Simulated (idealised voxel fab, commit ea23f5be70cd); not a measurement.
Module name: voxel transistor to metal (process module)
Cross-section cut spans 175 nm and uses square cells 5 nm in size.
Square cells in a grid make up a cross-section in this document, and the grid is given as bands, listed from the top down, each one or more rows of cells. Read a band's entry like this: the first values are the height of its top and the height of its bottom in nm, and what follows is the sequence of materials from left to right, each with its width in nm. Note that "empty" is empty space, and that a single material marked "throughout" reaches across the band from edge to edge. Height is counted from the level 0, under which the received wafer is composed throughout of one material. The lowest of the bands is not closed at the bottom but continues downward, in the notation "top 0, no bottom". Note: "30->40" means the width goes from the first number (top row of the band) to the second number (bottom row) in equal steps per row of cells. It should be understood that the words "nothing was modified", when stated for a given step, signify that the cross-section underwent no change in any of its cells during that step. You'll see "Closed void table" listing empty spaces that have no way open to the top, as long as they're 8 cells or more; the notation is width x height at distance, where the distance is from the left edge, and all of it is in nm. Note: text after step settings on the step line = simulator remark on that step. If you see "overlay nm" on a step's line and that step has a mask, it's telling you how far right of where it was planned the mask ended up; a negative number means it went left instead. Below you will find pairs of cross-sections. In each, one shows the wafer before one process step and the other after it, with the after view ending at the lowest band that changed. Under each pair is the step separating them, along with its settings. Do not assume the pairs form a chain: they can come from different runs of this module on the same starting wafer, and a pair continues from the pair above it only when its "Incoming structure" entry says so.

## Incoming structure
- top 40, bottom 30  65 empty  10 SiN  25 SiCN  10 SiN  65 empty
- top 30, bottom 5  65 empty  10 SiN  25 polySi  10 SiN  65 empty
- top 5, bottom 0  30 empty  10 SiN  25 empty  10 SiN  25 polySi  10 SiN  25 empty  10 SiN  30 empty
- top 0, bottom -5  40 SiO2  25 empty  45 SiO2  25 empty  40 SiO2
- top -5, bottom -40  40 SiO2  95 Si  40 SiO2
- top -40, no bottom  Si throughout
- Closed void table: none

## Post-Process Section
- top 40, bottom 30  65 empty  10 SiN  25 SiCN  10 SiN  65 empty
- top 30, bottom 5  65 empty  10 SiN  25 polySi  10 SiN  65 empty
- top 5, bottom 0  30 empty  10 SiN  25 empty  10 SiN  25 polySi  10 SiN  25 empty  10 SiN  30 empty
- top 0, bottom -5  40 SiO2  25 empty  45 SiO2  25 empty  40 SiO2
- top -5, bottom -10  40 SiO2  25 empty  45 Si  25 empty  40 SiO2
- Under -10: no change, same as before.
- Closed void table: none
The step carried out between the cross-section before it and the cross-section after it, both shown above, is DIRECTIONAL_ETCH, etch materials Si, depth nm 5

Incoming structure: taken from the pair above, after panel.

## Post-Process Section
- top 40, bottom 30  65 empty  10 SiN  25 SiCN  10 SiN  65 empty
- top 30, bottom 5  65 empty  10 SiN  25 polySi  10 SiN  65 empty
- top 5, bottom 0  30 empty  10 SiN  25 empty  10 SiN  25 polySi  10 SiN  25 empty  10 SiN  30 empty
- top 0, bottom -5  40 SiO2  20 empty  5 pSi  45 SiO2  5 pSi  20 empty  40 SiO2
- top -5, bottom -10  40 SiO2  25 pSi  45 Si  25 pSi  40 SiO2
- Under -10: no change, same as before.
- Closed void table: none
The step carried out between the cross-section before it and the cross-section after it, both shown above, is EPI, material pSi, thk nm 5

Incoming structure: taken from the pair above, after panel.

## Post-Process Section
- top 45, bottom 40  SiO2 throughout
- top 40, bottom 30  65 SiO2  10 SiN  25 SiCN  10 SiN  65 SiO2
- top 30, bottom 5  65 SiO2  10 SiN  25 polySi  10 SiN  65 SiO2
- top 5, bottom 0  30 SiO2  10 SiN  25 SiO2  10 SiN  25 polySi  10 SiN  25 SiO2  10 SiN  30 SiO2
- top 0, bottom -5  60 SiO2  5 pSi  45 SiO2  5 pSi  60 SiO2
- Under -5: no change, same as before.
- Closed void table: none
The step carried out between the cross-section before it and the cross-section after it, both shown above, is FILL_DEP, material SiO2, thk nm 5

Incoming structure: taken from the pair above, after panel.

## Post-Process Section
- top 30, bottom 5  65 SiO2  10 SiN  25 polySi  10 SiN  65 SiO2
- Under 5: no change, same as before.
- Closed void table: none
The step carried out between the cross-section before it and the cross-section after it, both shown above, is CMP, height nm 30

Incoming structure: taken from the pair above, after panel.

## Post-Process Section
- top 30, bottom 5  65 SiO2  10 SiN  25 empty  10 SiN  65 SiO2
- top 5, bottom 0  30 SiO2  10 SiN  25 SiO2  10 SiN  25 empty  10 SiN  25 SiO2  10 SiN  30 SiO2
- Under 0: no change, same as before.
- Closed void table: none
The step carried out between the cross-section before it and the cross-section after it, both shown above, is STRIP, etch materials polySi

Incoming structure: taken from the pair above, after panel.

## Post-Process Section
- top 30, bottom 25  65 empty  10 SiN  25 empty  10 SiN  65 empty
- top 25, bottom 5  65 SiO2  10 SiN  25 empty  10 SiN  65 SiO2
- top 5, bottom 0  30 SiO2  10 SiN  25 SiO2  10 SiN  25 empty  10 SiN  25 SiO2  10 SiN  30 SiO2
- top 0, bottom -5  60 SiO2  5 pSi  5 SiO2  35 empty  5 SiO2  5 pSi  60 SiO2
- Under -5: no change, same as before.
- Closed void table: none
The step carried out between the cross-section before it and the cross-section after it, both shown above, is SELECTIVE_ETCH, etch materials SiO2, depth nm 5

Incoming structure: taken from the pair above, after panel.

## Post-Process Section
- top 35, bottom 30  60 empty  20 HfO2  15 empty  20 HfO2  60 empty
- top 30, bottom 25  65 HfO2  10 SiN  5 HfO2  15 empty  5 HfO2  10 SiN  65 HfO2
- top 25, bottom 5  65 SiO2  10 SiN  5 HfO2  15 empty  5 HfO2  10 SiN  65 SiO2
- top 5, bottom 0  30 SiO2  10 SiN  25 SiO2  10 SiN  5 HfO2  15 empty  5 HfO2  10 SiN  25 SiO2  10 SiN  30 SiO2
- top 0, bottom -5  60 SiO2  5 pSi  5 SiO2  35 HfO2  5 SiO2  5 pSi  60 SiO2
- Under -5: no change, same as before.
- Closed void table: none
The step carried out between the cross-section before it and the cross-section after it, both shown above, is CONFORMAL_DEP, material HfO2, thk nm 5

Incoming structure: taken from the pair above, after panel.

## Post-Process Section
- top 40, bottom 35  55 empty  30 TiN  5 empty  30 TiN  55 empty
- top 35, bottom 30  60 TiN  20 HfO2  5 TiN  5 empty  5 TiN  20 HfO2  60 TiN
- top 30, bottom 25  65 HfO2  10 SiN  5 HfO2  5 TiN  5 empty  5 TiN  5 HfO2  10 SiN  65 HfO2
- top 25, bottom 5  65 SiO2  10 SiN  5 HfO2  5 TiN  5 empty  5 TiN  5 HfO2  10 SiN  65 SiO2
- top 5, bottom 0  30 SiO2  10 SiN  25 SiO2  10 SiN  5 HfO2  15 TiN  5 HfO2  10 SiN  25 SiO2  10 SiN  30 SiO2
- Under 0: no change, same as before.
- Closed void table: none
The step carried out between the cross-section before it and the cross-section after it, both shown above, is CONFORMAL_DEP, material TiN, thk nm 5

Incoming structure: taken from the pair above, after panel.

## Post-Process Section
- top 50, bottom 40  W throughout
- top 40, bottom 35  55 W  30 TiN  5 W  30 TiN  55 W
- top 35, bottom 30  60 TiN  20 HfO2  5 TiN  5 W  5 TiN  20 HfO2  60 TiN
- top 30, bottom 25  65 HfO2  10 SiN  5 HfO2  5 TiN  5 W  5 TiN  5 HfO2  10 SiN  65 HfO2
- top 25, bottom 5  65 SiO2  10 SiN  5 HfO2  5 TiN  5 W  5 TiN  5 HfO2  10 SiN  65 SiO2
- Under 5: no change, same as before.
- Closed void table: none
The step carried out between the cross-section before it and the cross-section after it, both shown above, is FILL_DEP, material W, thk nm 10

Incoming structure: taken from the pair above, after panel.

## Post-Process Section
- top 25, bottom 5  65 SiO2  10 SiN  5 HfO2  5 TiN  5 W  5 TiN  5 HfO2  10 SiN  65 SiO2
- Under 5: no change, same as before.
- Closed void table: none
The step carried out between the cross-section before it and the cross-section after it, both shown above, is CMP, height nm 25

Incoming structure: taken from the pair above, after panel.

## Post-Process Section
- top 40, bottom 25  SiO2 throughout
- Under 25: no change, same as before.
- Closed void table: none
The step carried out between the cross-section before it and the cross-section after it, both shown above, is DIRECTIONAL_DEP, material SiO2, thk nm 15

Incoming structure: taken from the pair above, after panel.

## Post-Process Section
- top 55, bottom 40  aC throughout
- Under 40: no change, same as before.
- Closed void table: none
The step carried out between the cross-section before it and the cross-section after it, both shown above, is DIRECTIONAL_DEP, material aC, thk nm 15

Incoming structure: taken from the pair above, after panel.

## Post-Process Section
- top 90, bottom 55  40 resist  15 empty  65 resist  15 empty  40 resist
- Under 55: no change, same as before.
- Closed void table: none
The step carried out between the cross-section before it and the cross-section after it, both shown above, is PATTERN, tone open, mask id CONTACT, material resist, width nm 15, pitch nm 80, thk nm 35, overlay nm 0

Incoming structure: taken from the pair above, after panel.

## Post-Process Section
- top 75, bottom 55  40 resist  15 empty  65 resist  15 empty  40 resist
- top 55, bottom 40  40 aC  15 empty  65 aC  15 empty  40 aC
- Under 40: no change, same as before.
- Closed void table: none
The step carried out between the cross-section before it and the cross-section after it, both shown above, is DIRECTIONAL_ETCH, etch materials aC, depth nm 15

Incoming structure: taken from the pair above, after panel.

## Post-Process Section
- top 55, bottom 40  40 aC  15 empty  65 aC  15 empty  40 aC
- Under 40: no change, same as before.
- Closed void table: none
The step carried out between the cross-section before it and the cross-section after it, both shown above, is STRIP, etch materials resist

Incoming structure: taken from the pair above, after panel.

## Post-Process Section
- top 55, bottom 40  40 aC  15 empty  65 aC  15 empty  40 aC
- top 40, bottom 25  40 SiO2  15 empty  65 SiO2  15 empty  40 SiO2
- top 25, bottom 5  40 SiO2  15 empty  10 SiO2  10 SiN  5 HfO2  5 TiN  5 W  5 TiN  5 HfO2  10 SiN  10 SiO2  15 empty  40 SiO2
- top 5, bottom 0  30 SiO2  10 SiN  15 empty  10 SiO2  10 SiN  5 HfO2  15 TiN  5 HfO2  10 SiN  10 SiO2  15 empty  10 SiN  30 SiO2
- top 0, bottom -5  40 SiO2  15 empty  5 SiO2  5 pSi  5 SiO2  35 HfO2  5 SiO2  5 pSi  5 SiO2  15 empty  40 SiO2
- Under -5: no change, same as before.
- Closed void table: none
The step carried out between the cross-section before it and the cross-section after it, both shown above, is DIRECTIONAL_ETCH, etch materials SiO2, depth nm 45

Incoming structure: taken from the pair above, after panel.

## Post-Process Section
- top 40, bottom 25  40 SiO2  15 empty  65 SiO2  15 empty  40 SiO2
- Under 25: no change, same as before.
- Closed void table: none
The step carried out between the cross-section before it and the cross-section after it, both shown above, is STRIP, etch materials aC

Incoming structure: taken from the pair above, after panel.

## Post-Process Section
- top 45, bottom 40  45 TiN  5 empty  75 TiN  5 empty  45 TiN
- top 40, bottom 25  40 SiO2  5 TiN  5 empty  5 TiN  65 SiO2  5 TiN  5 empty  5 TiN  40 SiO2
- top 25, bottom 5  40 SiO2  5 TiN  5 empty  5 TiN  10 SiO2  10 SiN  5 HfO2  5 TiN  5 W  5 TiN  5 HfO2  10 SiN  10 SiO2  5 TiN  5 empty  5 TiN  40 SiO2
- top 5, bottom 0  30 SiO2  10 SiN  5 TiN  5 empty  5 TiN  10 SiO2  10 SiN  5 HfO2  15 TiN  5 HfO2  10 SiN  10 SiO2  5 TiN  5 empty  5 TiN  10 SiN  30 SiO2
- top 0, bottom -5  40 SiO2  15 TiN  5 SiO2  5 pSi  5 SiO2  35 HfO2  5 SiO2  5 pSi  5 SiO2  15 TiN  40 SiO2
- Under -5: no change, same as before.
- Closed void table: none
The step carried out between the cross-section before it and the cross-section after it, both shown above, is CONFORMAL_DEP, material TiN, thk nm 5

Incoming structure: taken from the pair above, after panel.

## Post-Process Section
- top 55, bottom 45  Ru throughout
- top 45, bottom 40  45 TiN  5 Ru  75 TiN  5 Ru  45 TiN
- top 40, bottom 25  40 SiO2  5 TiN  5 Ru  5 TiN  65 SiO2  5 TiN  5 Ru  5 TiN  40 SiO2
- top 25, bottom 5  40 SiO2  5 TiN  5 Ru  5 TiN  10 SiO2  10 SiN  5 HfO2  5 TiN  5 W  5 TiN  5 HfO2  10 SiN  10 SiO2  5 TiN  5 Ru  5 TiN  40 SiO2
- top 5, bottom 0  30 SiO2  10 SiN  5 TiN  5 Ru  5 TiN  10 SiO2  10 SiN  5 HfO2  15 TiN  5 HfO2  10 SiN  10 SiO2  5 TiN  5 Ru  5 TiN  10 SiN  30 SiO2
- Under 0: no change, same as before.
- Closed void table: none
The step carried out between the cross-section before it and the cross-section after it, both shown above, is FILL_DEP, material Ru, thk nm 10

Incoming structure: taken from the pair above, after panel.

## Post-Process Section
- top 40, bottom 25  40 SiO2  5 TiN  5 Ru  5 TiN  65 SiO2  5 TiN  5 Ru  5 TiN  40 SiO2
- Under 25: no change, same as before.
- Closed void table: none
The step carried out between the cross-section before it and the cross-section after it, both shown above, is CMP, height nm 40

Incoming structure: taken from the pair above, after panel.

## Post-Process Section
- top 45, bottom 40  TiN throughout
- Under 40: no change, same as before.
- Closed void table: none
The step carried out between the cross-section before it and the cross-section after it, both shown above, is DIRECTIONAL_DEP, material TiN, thk nm 5

Incoming structure: taken from the pair above, after panel.

## Post-Process Section
- top 60, bottom 45  W throughout
- Under 45: no change, same as before.
- Closed void table: none
The step carried out between the cross-section before it and the cross-section after it, both shown above, is DIRECTIONAL_DEP, material W, thk nm 15

Incoming structure: taken from the pair above, after panel.

## Post-Process Section
- top 60, bottom 45  40 empty  15 W  65 empty  15 W  40 empty
- Under 45: no change, same as before.
- Closed void table: none
The step carried out between the cross-section before it and the cross-section after it, both shown above, is MASKED_ETCH, tone cover, mask id METAL_1, width nm 15, pitch nm 80, etch materials W, depth nm 15, overlay nm 0

Incoming structure: taken from the pair above, after panel.

## Post-Process Section
- top 60, bottom 45  40 empty  15 W  65 empty  15 W  40 empty
- top 45, bottom 40  40 empty  15 TiN  65 empty  15 TiN  40 empty
- Under 40: no change, same as before.
- Closed void table: none
The step carried out between the cross-section before it and the cross-section after it, both shown above, is MASKED_ETCH, tone cover, mask id METAL_1, width nm 15, pitch nm 80, etch materials TiN, depth nm 5, overlay nm 0

Incoming structure: taken from the pair above, after panel.

## Post-Process Section
- top 65, bottom 60  35 empty  25 SiN  55 empty  25 SiN  35 empty
- top 60, bottom 45  35 empty  5 SiN  15 W  5 SiN  55 empty  5 SiN  15 W  5 SiN  35 empty
- top 45, bottom 40  40 SiN  15 TiN  65 SiN  15 TiN  40 SiN
- Under 40: no change, same as before.
- Closed void table: none
The step carried out between the cross-section before it and the cross-section after it, both shown above, is CONFORMAL_DEP, material SiN, thk nm 5

Incoming structure: taken from the pair above, after panel.

## Post-Process Section
- top 75, bottom 65  SiO2 throughout
- top 65, bottom 60  35 SiO2  25 SiN  55 SiO2  25 SiN  35 SiO2
- top 60, bottom 45  35 SiO2  5 SiN  15 W  5 SiN  55 SiO2  5 SiN  15 W  5 SiN  35 SiO2
- Under 45: no change, same as before.
- Closed void table: none
The step carried out between the cross-section before it and the cross-section after it, both shown above, is FILL_DEP, material SiO2, thk nm 10

Incoming structure: taken from the pair above, after panel.

## Post-Process Section
- top 60, bottom 45  35 SiO2  5 SiN  15 W  5 SiN  55 SiO2  5 SiN  15 W  5 SiN  35 SiO2
- Under 45: no change, same as before.
- Closed void table: none
The step carried out between the cross-section before it and the cross-section after it, both shown above, is CMP, height nm 60

Incoming structure: taken from the pair above, after panel.

## Post-Process Section
- top 65, bottom 60  SiCN throughout
- Under 60: no change, same as before.
- Closed void table: none
The step carried out between the cross-section before it and the cross-section after it, both shown above, is CONFORMAL_DEP, material SiCN, thk nm 5

## Incoming structure
- top 60, bottom 55  25 aC  125 empty  25 aC
- top 55, bottom 45  aC throughout
- top 45, bottom 40  25 SiCN  125 aC  25 SiCN
- top 40, bottom 35  SiCN throughout
- top 35, bottom 30  25 polySi  125 SiCN  25 polySi
- top 30, bottom 5  polySi throughout
- top 5, bottom 0  25 SiO2  125 polySi  25 SiO2
- top 0, bottom -5  SiO2 throughout
- top -5, bottom -40  35 SiO2  105 Si  35 SiO2
- top -40, no bottom  Si throughout
- Closed void table: none

## Post-Process Section
- top 90, bottom 60  85 empty  25 resist  65 empty
- top 60, bottom 55  25 aC  60 empty  25 resist  40 empty  25 aC
- Under 55: no change, same as before.
- Closed void table: none
The step carried out between the cross-section before it and the cross-section after it, both shown above, is PATTERN, tone cover, mask id GATE, material resist, width nm 25, thk nm 30, overlay nm 10

Incoming structure: taken from the pair above, after panel.

## Post-Process Section
- top 75, bottom 55  85 empty  25 resist  65 empty
- top 55, bottom 45  85 empty  25 aC  65 empty
- top 45, bottom 40  25 SiCN  60 empty  25 aC  40 empty  25 SiCN
- Under 40: no change, same as before.
- Closed void table: none
The step carried out between the cross-section before it and the cross-section after it, both shown above, is DIRECTIONAL_ETCH, etch materials aC, depth nm 15

Incoming structure: taken from the pair above, after panel.

## Post-Process Section
- top 55, bottom 45  85 empty  25 aC  65 empty
- Under 45: no change, same as before.
- Closed void table: none
The step carried out between the cross-section before it and the cross-section after it, both shown above, is STRIP, etch materials resist

Incoming structure: taken from the pair above, after panel.

## Post-Process Section
- top 55, bottom 40  85 empty  25 aC  65 empty
- top 40, bottom 35  85 empty  25 SiCN  65 empty
- top 35, bottom 30  25 polySi  60 empty  25 SiCN  40 empty  25 polySi
- Under 30: no change, same as before.
- Closed void table: none
The step carried out between the cross-section before it and the cross-section after it, both shown above, is DIRECTIONAL_ETCH, etch materials SiCN, depth nm 20

Incoming structure: taken from the pair above, after panel.

## Post-Process Section
- top 55, bottom 40  85 empty  25 aC  65 empty
- top 40, bottom 30  85 empty  25 SiCN  65 empty
- top 30, bottom 5  85 empty  25 polySi  65 empty
- top 5, bottom 0  25 SiO2  60 empty  25 polySi  40 empty  25 SiO2
- Under 0: no change, same as before.
- Closed void table: none
The step carried out between the cross-section before it and the cross-section after it, both shown above, is DIRECTIONAL_ETCH, etch materials polySi, depth nm 40

Incoming structure: taken from the pair above, after panel.

## Post-Process Section
- top 40, bottom 30  85 empty  25 SiCN  65 empty
- Under 30: no change, same as before.
- Closed void table: none
The step carried out between the cross-section before it and the cross-section after it, both shown above, is STRIP, etch materials aC

Incoming structure: taken from the pair above, after panel.

## Post-Process Section
- top 50, bottom 40  75 empty  45 SiN  55 empty
- top 40, bottom 30  75 empty  10 SiN  25 SiCN  10 SiN  55 empty
- top 30, bottom 15  75 empty  10 SiN  25 polySi  10 SiN  55 empty
- top 15, bottom 10  35 SiN  40 empty  10 SiN  25 polySi  10 SiN  20 empty  35 SiN
- top 10, bottom 5  85 SiN  25 polySi  65 SiN
- top 5, bottom 0  25 SiO2  60 SiN  25 polySi  40 SiN  25 SiO2
- Under 0: no change, same as before.
- Closed void table: none
The step carried out between the cross-section before it and the cross-section after it, both shown above, is CONFORMAL_DEP, material SiN, thk nm 10

Incoming structure: taken from the pair above, after panel.

## Post-Process Section
- top 40, bottom 30  75 empty  10 SiN  25 SiCN  10 SiN  55 empty
- top 30, bottom 5  75 empty  10 SiN  25 polySi  10 SiN  55 empty
- top 5, bottom 0  25 SiO2  10 SiN  40 empty  10 SiN  25 polySi  10 SiN  20 empty  10 SiN  25 SiO2
- Under 0: no change, same as before.
- Closed void table: none
The step carried out between the cross-section before it and the cross-section after it, both shown above, is DIRECTIONAL_ETCH, etch materials SiN, depth nm 10

Incoming structure: taken from the pair above, after panel.

## Post-Process Section
- top 40, bottom 30  75 empty  10 SiN  25 SiCN  10 SiN  55 empty
- top 30, bottom 5  75 empty  10 SiN  25 polySi  10 SiN  55 empty
- top 5, bottom 0  25 empty  10 SiN  40 empty  10 SiN  25 polySi  10 SiN  20 empty  10 SiN  25 empty
- top 0, bottom -5  35 SiO2  40 empty  45 SiO2  20 empty  35 SiO2
- Under -5: no change, same as before.
- Closed void table: none
The step carried out between the cross-section before it and the cross-section after it, both shown above, is DIRECTIONAL_ETCH, etch materials SiO2, depth nm 5

Incoming structure: taken from the pair above, after panel.

## Post-Process Section
- top 40, bottom 30  75 empty  10 SiN  25 SiCN  10 SiN  55 empty
- top 30, bottom 5  75 empty  10 SiN  25 polySi  10 SiN  55 empty
- top 5, bottom 0  25 empty  10 SiN  40 empty  10 SiN  25 polySi  10 SiN  20 empty  10 SiN  25 empty
- top 0, bottom -5  35 SiO2  40 empty  45 SiO2  20 empty  35 SiO2
- top -5, bottom -10  35 SiO2  40 empty  45 Si  20 empty  35 SiO2
- Under -10: no change, same as before.
- Closed void table: none
The step carried out between the cross-section before it and the cross-section after it, both shown above, is DIRECTIONAL_ETCH, etch materials Si, depth nm 5

Incoming structure: taken from the pair above, after panel.

## Post-Process Section
- top 40, bottom 30  75 empty  10 SiN  25 SiCN  10 SiN  55 empty
- top 30, bottom 5  75 empty  10 SiN  25 polySi  10 SiN  55 empty
- top 5, bottom 0  25 empty  10 SiN  40 empty  10 SiN  25 polySi  10 SiN  20 empty  10 SiN  25 empty
- top 0, bottom -5  35 SiO2  35 empty  5 pSi  45 SiO2  5 pSi  15 empty  35 SiO2
- top -5, bottom -10  35 SiO2  40 pSi  45 Si  20 pSi  35 SiO2
- Under -10: no change, same as before.
- Closed void table: none
The step carried out between the cross-section before it and the cross-section after it, both shown above, is EPI, material pSi, thk nm 5

Incoming structure: taken from the pair above, after panel.

## Post-Process Section
- top 45, bottom 40  SiO2 throughout
- top 40, bottom 30  75 SiO2  10 SiN  25 SiCN  10 SiN  55 SiO2
- top 30, bottom 5  75 SiO2  10 SiN  25 polySi  10 SiN  55 SiO2
- top 5, bottom 0  25 SiO2  10 SiN  40 SiO2  10 SiN  25 polySi  10 SiN  20 SiO2  10 SiN  25 SiO2
- top 0, bottom -5  70 SiO2  5 pSi  45 SiO2  5 pSi  50 SiO2
- Under -5: no change, same as before.
- Closed void table: none
The step carried out between the cross-section before it and the cross-section after it, both shown above, is FILL_DEP, material SiO2, thk nm 5

Incoming structure: taken from the pair above, after panel.

## Post-Process Section
- top 30, bottom 5  75 SiO2  10 SiN  25 polySi  10 SiN  55 SiO2
- Under 5: no change, same as before.
- Closed void table: none
The step carried out between the cross-section before it and the cross-section after it, both shown above, is CMP, height nm 30

Incoming structure: taken from the pair above, after panel.

## Post-Process Section
- top 30, bottom 5  75 SiO2  10 SiN  25 empty  10 SiN  55 SiO2
- top 5, bottom 0  25 SiO2  10 SiN  40 SiO2  10 SiN  25 empty  10 SiN  20 SiO2  10 SiN  25 SiO2
- Under 0: no change, same as before.
- Closed void table: none
The step carried out between the cross-section before it and the cross-section after it, both shown above, is STRIP, etch materials polySi

Incoming structure: taken from the pair above, after panel.

## Post-Process Section
- top 30, bottom 25  75 empty  10 SiN  25 empty  10 SiN  55 empty
- top 25, bottom 5  75 SiO2  10 SiN  25 empty  10 SiN  55 SiO2
- top 5, bottom 0  25 SiO2  10 SiN  40 SiO2  10 SiN  25 empty  10 SiN  20 SiO2  10 SiN  25 SiO2
- top 0, bottom -5  70 SiO2  5 pSi  5 SiO2  35 empty  5 SiO2  5 pSi  50 SiO2
- Under -5: no change, same as before.
- Closed void table: none
The step carried out between the cross-section before it and the cross-section after it, both shown above, is SELECTIVE_ETCH, etch materials SiO2, depth nm 5

Incoming structure: taken from the pair above, after panel.

## Post-Process Section
- top 35, bottom 30  70 empty  20 HfO2  15 empty  20 HfO2  50 empty
- top 30, bottom 25  75 HfO2  10 SiN  5 HfO2  15 empty  5 HfO2  10 SiN  55 HfO2
- top 25, bottom 5  75 SiO2  10 SiN  5 HfO2  15 empty  5 HfO2  10 SiN  55 SiO2
- top 5, bottom 0  25 SiO2  10 SiN  40 SiO2  10 SiN  5 HfO2  15 empty  5 HfO2  10 SiN  20 SiO2  10 SiN  25 SiO2
- top 0, bottom -5  70 SiO2  5 pSi  5 SiO2  35 HfO2  5 SiO2  5 pSi  50 SiO2
- Under -5: no change, same as before.
- Closed void table: none
The step carried out between the cross-section before it and the cross-section after it, both shown above, is CONFORMAL_DEP, material HfO2, thk nm 5

Incoming structure: taken from the pair above, after panel.

## Post-Process Section
- top 40, bottom 35  65 empty  30 TiN  5 empty  30 TiN  45 empty
- top 35, bottom 30  70 TiN  20 HfO2  5 TiN  5 empty  5 TiN  20 HfO2  50 TiN
- top 30, bottom 25  75 HfO2  10 SiN  5 HfO2  5 TiN  5 empty  5 TiN  5 HfO2  10 SiN  55 HfO2
- top 25, bottom 5  75 SiO2  10 SiN  5 HfO2  5 TiN  5 empty  5 TiN  5 HfO2  10 SiN  55 SiO2
- top 5, bottom 0  25 SiO2  10 SiN  40 SiO2  10 SiN  5 HfO2  15 TiN  5 HfO2  10 SiN  20 SiO2  10 SiN  25 SiO2
- Under 0: no change, same as before.
- Closed void table: none
The step carried out between the cross-section before it and the cross-section after it, both shown above, is CONFORMAL_DEP, material TiN, thk nm 5

Incoming structure: taken from the pair above, after panel.

## Post-Process Section
- top 50, bottom 40  W throughout
- top 40, bottom 35  65 W  30 TiN  5 W  30 TiN  45 W
- top 35, bottom 30  70 TiN  20 HfO2  5 TiN  5 W  5 TiN  20 HfO2  50 TiN
- top 30, bottom 25  75 HfO2  10 SiN  5 HfO2  5 TiN  5 W  5 TiN  5 HfO2  10 SiN  55 HfO2
- top 25, bottom 5  75 SiO2  10 SiN  5 HfO2  5 TiN  5 W  5 TiN  5 HfO2  10 SiN  55 SiO2
- Under 5: no change, same as before.
- Closed void table: none
The step carried out between the cross-section before it and the cross-section after it, both shown above, is FILL_DEP, material W, thk nm 10

Incoming structure: taken from the pair above, after panel.

## Post-Process Section
- top 25, bottom 5  75 SiO2  10 SiN  5 HfO2  5 TiN  5 W  5 TiN  5 HfO2  10 SiN  55 SiO2
- Under 5: no change, same as before.
- Closed void table: none
The step carried out between the cross-section before it and the cross-section after it, both shown above, is CMP, height nm 25

Incoming structure: taken from the pair above, after panel.

## Post-Process Section
- top 40, bottom 25  SiO2 throughout
- Under 25: no change, same as before.
- Closed void table: none
The step carried out between the cross-section before it and the cross-section after it, both shown above, is DIRECTIONAL_DEP, material SiO2, thk nm 15

Incoming structure: taken from the pair above, after panel.

## Post-Process Section
- top 55, bottom 40  aC throughout
- Under 40: no change, same as before.
- Closed void table: none
The step carried out between the cross-section before it and the cross-section after it, both shown above, is DIRECTIONAL_DEP, material aC, thk nm 15

Incoming structure: taken from the pair above, after panel.

## Post-Process Section
- top 90, bottom 55  40 resist  15 empty  65 resist  15 empty  40 resist
- Under 55: no change, same as before.
- Closed void table: none
The step carried out between the cross-section before it and the cross-section after it, both shown above, is PATTERN, tone open, mask id CONTACT, material resist, width nm 15, pitch nm 80, thk nm 35, overlay nm 0

Incoming structure: taken from the pair above, after panel.

## Post-Process Section
- top 75, bottom 55  40 resist  15 empty  65 resist  15 empty  40 resist
- top 55, bottom 40  40 aC  15 empty  65 aC  15 empty  40 aC
- Under 40: no change, same as before.
- Closed void table: none
The step carried out between the cross-section before it and the cross-section after it, both shown above, is DIRECTIONAL_ETCH, etch materials aC, depth nm 15

Incoming structure: taken from the pair above, after panel.

## Post-Process Section
- top 55, bottom 40  40 aC  15 empty  65 aC  15 empty  40 aC
- Under 40: no change, same as before.
- Closed void table: none
The step carried out between the cross-section before it and the cross-section after it, both shown above, is STRIP, etch materials resist

Incoming structure: taken from the pair above, after panel.

## Post-Process Section
- top 55, bottom 40  40 aC  15 empty  65 aC  15 empty  40 aC
- top 40, bottom 25  40 SiO2  15 empty  65 SiO2  15 empty  40 SiO2
- top 25, bottom 5  40 SiO2  15 empty  20 SiO2  10 SiN  5 HfO2  5 TiN  5 W  5 TiN  5 HfO2  10 SiN  15 empty  40 SiO2
- top 5, bottom 0  25 SiO2  10 SiN  5 SiO2  15 empty  20 SiO2  10 SiN  5 HfO2  15 TiN  5 HfO2  10 SiN  15 empty  5 SiO2  10 SiN  25 SiO2
- top 0, bottom -5  40 SiO2  15 empty  15 SiO2  5 pSi  5 SiO2  35 HfO2  5 SiO2  5 pSi  10 empty  40 SiO2
- Under -5: no change, same as before.
- Closed void table: none
The step carried out between the cross-section before it and the cross-section after it, both shown above, is DIRECTIONAL_ETCH, etch materials SiO2, depth nm 45

Incoming structure: taken from the pair above, after panel.

## Post-Process Section
- top 40, bottom 25  40 SiO2  15 empty  65 SiO2  15 empty  40 SiO2
- Under 25: no change, same as before.
- Closed void table: none
The step carried out between the cross-section before it and the cross-section after it, both shown above, is STRIP, etch materials aC

Incoming structure: taken from the pair above, after panel.

## Post-Process Section
- top 45, bottom 40  45 TiN  5 empty  75 TiN  5 empty  45 TiN
- top 40, bottom 25  40 SiO2  5 TiN  5 empty  5 TiN  65 SiO2  5 TiN  5 empty  5 TiN  40 SiO2
- top 25, bottom 5  40 SiO2  5 TiN  5 empty  5 TiN  20 SiO2  10 SiN  5 HfO2  5 TiN  5 W  5 TiN  5 HfO2  10 SiN  5 TiN  5 empty  5 TiN  40 SiO2
- top 5, bottom 0  25 SiO2  10 SiN  5 SiO2  5 TiN  5 empty  5 TiN  20 SiO2  10 SiN  5 HfO2  15 TiN  5 HfO2  10 SiN  15 TiN  5 SiO2  10 SiN  25 SiO2
- top 0, bottom -5  40 SiO2  15 TiN  15 SiO2  5 pSi  5 SiO2  35 HfO2  5 SiO2  5 pSi  10 TiN  40 SiO2
- Under -5: no change, same as before.
- Closed void table: none
The step carried out between the cross-section before it and the cross-section after it, both shown above, is CONFORMAL_DEP, material TiN, thk nm 5

Incoming structure: taken from the pair above, after panel.

## Post-Process Section
- top 55, bottom 45  Ru throughout
- top 45, bottom 40  45 TiN  5 Ru  75 TiN  5 Ru  45 TiN
- top 40, bottom 25  40 SiO2  5 TiN  5 Ru  5 TiN  65 SiO2  5 TiN  5 Ru  5 TiN  40 SiO2
- top 25, bottom 5  40 SiO2  5 TiN  5 Ru  5 TiN  20 SiO2  10 SiN  5 HfO2  5 TiN  5 W  5 TiN  5 HfO2  10 SiN  5 TiN  5 Ru  5 TiN  40 SiO2
- top 5, bottom 0  25 SiO2  10 SiN  5 SiO2  5 TiN  5 Ru  5 TiN  20 SiO2  10 SiN  5 HfO2  15 TiN  5 HfO2  10 SiN  15 TiN  5 SiO2  10 SiN  25 SiO2
- Under 0: no change, same as before.
- Closed void table: none
The step carried out between the cross-section before it and the cross-section after it, both shown above, is FILL_DEP, material Ru, thk nm 10

Incoming structure: taken from the pair above, after panel.

## Post-Process Section
- top 40, bottom 25  40 SiO2  5 TiN  5 Ru  5 TiN  65 SiO2  5 TiN  5 Ru  5 TiN  40 SiO2
- Under 25: no change, same as before.
- Closed void table: none
The step carried out between the cross-section before it and the cross-section after it, both shown above, is CMP, height nm 40
